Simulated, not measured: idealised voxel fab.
The following process module bears the name voxel ribs on slabs.
165 nm wide, 5 nm square cells: that's cross-section cut.
Format of a cross-section: grid, square cells. Given as bands. Order: top down. Band: one or more rows of cells.
The band entry comprises the height of the band's top followed by the height of its bottom, expressed in nm, and subsequently the band's materials from left to right, each stated together with its width in nm. Where a single material is marked with the word "full width", that material fills the band from edge to edge. The word "blank" represents empty space.
Heads up on the height convention: 0 is the point under which the incoming wafer is all one material, and the lowest band has no bottom, it just keeps going down, like "top 0, no bottom".
It should be noted that a width expressed as "30 to 40" varies in equal increments from row to row of cells within the band, taking the value of the first number at the top row and that of the second number at the bottom row.
For the purposes of this document, the phrase "remained the same" attached to a step denotes that no cell within the cross-section was modified by that step.
In the "Fully enclosed voids" entry, you get each enclosed empty space of 8 cells or more, one with no open way to the top, written width x height at distance, distance from the left edge, in nm.
On each step's line, the part that comes after the settings is the simulator's own comment on the step.
For masked steps, "overlay nm" on the step line gives how far right of plan the mask actually lay; a minus sign means it lay to the left.

## Listed below are the process steps as planned
1. RECEIVE,material Si
2. DIRECTIONAL_DEP,material SiO2,thk nm 20
3. DIRECTIONAL_DEP,material SiN,thk nm 15
4. PATTERN,tone cover,mask id RIB,material resist,width nm 15,thk nm 20,overlay nm 0
5. DIRECTIONAL_ETCH,etch materials SiN,depth nm 5
6. STRIP,etch materials resist
7. MASKED_ETCH,tone cover,mask id SLAB,width nm 55,etch materials SiN,depth nm 10,overlay nm 0
8. FILL_DEP,material SiO2,thk nm 25
9. CMP,height nm 55
10. DIRECTIONAL_DEP,material TiN,thk nm 10
11. DIRECTIONAL_DEP,material aC,thk nm 10
12. PATTERN,tone cover,mask id HEATER,material resist,width nm 25,thk nm 30,overlay nm 0
13. DIRECTIONAL_ETCH,etch materials aC,depth nm 10
14. STRIP,etch materials resist
15. DIRECTIONAL_ETCH,etch materials TiN,depth nm 10
16. STRIP,etch materials aC
17. CONFORMAL_DEP,material SiO2,thk nm 10

## Wafer, first of two, run as planned

## Step 1 complete: cross-section of the wafer as received
* top 0, no bottom = Si full width
* Fully enclosed voids: none

## Step 2 done - wafer cross-section
* top 20, bottom 0 = SiO2 full width
* Nothing below the height 0 has changed.

## Step 3 done - wafer cross-section
* top 35, bottom 20 = SiN full width
* Nothing below the height 20 has changed.

## Step 4 done - wafer cross-section
* top 55, bottom 35 = 75 of blank / 15 of resist / 75 of blank
* Nothing below the height 35 has changed.

## Step 5 done - wafer cross-section
* top 55, bottom 35 = 75 of blank / 15 of resist / 75 of blank
* top 35, bottom 30 = 75 of blank / 15 of SiN / 75 of blank
* Nothing below the height 30 has changed.

## Step 6 done - wafer cross-section
* top 35, bottom 30 = 75 of blank / 15 of SiN / 75 of blank
* Nothing below the height 30 has changed.

## Step 7 done - wafer cross-section
* top 35, bottom 30 = 75 of blank / 15 of SiN / 75 of blank
* top 30, bottom 20 = 55 of blank / 55 of SiN / 55 of blank
* Nothing below the height 20 has changed.

## Step 8 done - wafer cross-section
* top 60, bottom 35 = SiO2 full width
* top 35, bottom 30 = 75 of SiO2 / 15 of SiN / 75 of SiO2
* top 30, bottom 20 = 55 of SiO2 / 55 of SiN / 55 of SiO2
* Nothing below the height 20 has changed.

## Step 9 done - wafer cross-section
* top 55, bottom 35 = SiO2 full width
* Nothing below the height 35 has changed.

## Step 10 done - wafer cross-section
* top 65, bottom 55 = TiN full width
* Nothing below the height 55 has changed.

## Step 11 done - wafer cross-section
* top 75, bottom 65 = aC full width
* Nothing below the height 65 has changed.

## Step 12 done - wafer cross-section
* top 105, bottom 75 = 70 of blank / 25 of resist / 70 of blank
* Nothing below the height 75 has changed.

## Step 13 done - wafer cross-section
* top 95, bottom 75 = 70 of blank / 25 of resist / 70 of blank
* top 75, bottom 65 = 70 of blank / 25 of aC / 70 of blank
* Nothing below the height 65 has changed.

## Step 14 done - wafer cross-section
* top 75, bottom 65 = 70 of blank / 25 of aC / 70 of blank
* Nothing below the height 65 has changed.

## Step 15 done - wafer cross-section
* top 75, bottom 65 = 70 of blank / 25 of aC / 70 of blank
* top 65, bottom 55 = 70 of blank / 25 of TiN / 70 of blank
* Nothing below the height 55 has changed.

## Step 16 done - wafer cross-section
* top 65, bottom 55 = 70 of blank / 25 of TiN / 70 of blank
* Nothing below the height 55 has changed.

## Step 17 done - wafer cross-section
* top 75, bottom 65 = 60 of blank / 45 of SiO2 / 60 of blank
* top 65, bottom 55 = 70 of SiO2 / 25 of TiN / 70 of SiO2
* Nothing below the height 55 has changed.

## It is to be noted that the second wafer proceeded from the same initial state and according to the same plan as the first, although one mistake was committed in its execution; through step 11, inclusive, the two wafers share an identical history

## Cross-section of the second wafer when, according to plan, step 12 should have finished
* top 105, bottom 75 = 65 of blank / 35 of resist / 65 of blank
* Nothing below the height 75 has changed.

## Cross-section of the second wafer when, according to plan, step 13 should have finished
* top 95, bottom 75 = 65 of blank / 35 of resist / 65 of blank
* top 75, bottom 65 = 65 of blank / 35 of aC / 65 of blank
* Nothing below the height 65 has changed.

## Cross-section of the second wafer when, according to plan, step 14 should have finished
* top 75, bottom 65 = 65 of blank / 35 of aC / 65 of blank
* Nothing below the height 65 has changed.

## Cross-section of the second wafer when, according to plan, step 15 should have finished
* top 75, bottom 65 = 65 of blank / 35 of aC / 65 of blank
* top 65, bottom 55 = 65 of blank / 35 of TiN / 65 of blank
* Nothing below the height 55 has changed.

## Cross-section of the second wafer when, according to plan, step 16 should have finished
* top 65, bottom 55 = 65 of blank / 35 of TiN / 65 of blank
* Nothing below the height 55 has changed.

## Cross-section of the second wafer when, according to plan, step 17 should have finished
* top 75, bottom 65 = 55 of blank / 55 of SiO2 / 55 of blank
* top 65, bottom 55 = 65 of SiO2 / 35 of TiN / 65 of SiO2
* Nothing below the height 55 has changed.
Heads up, the wafer didn't run the way we planned it: step 12 ran as: PATTERN,tone cover,mask id HEATER,material resist,width nm 35,thk nm 30,overlay nm 0
Once processing is complete, comparing cell counts shows that the second wafer has more or fewer of certain materials than the first: 4 more of TiN
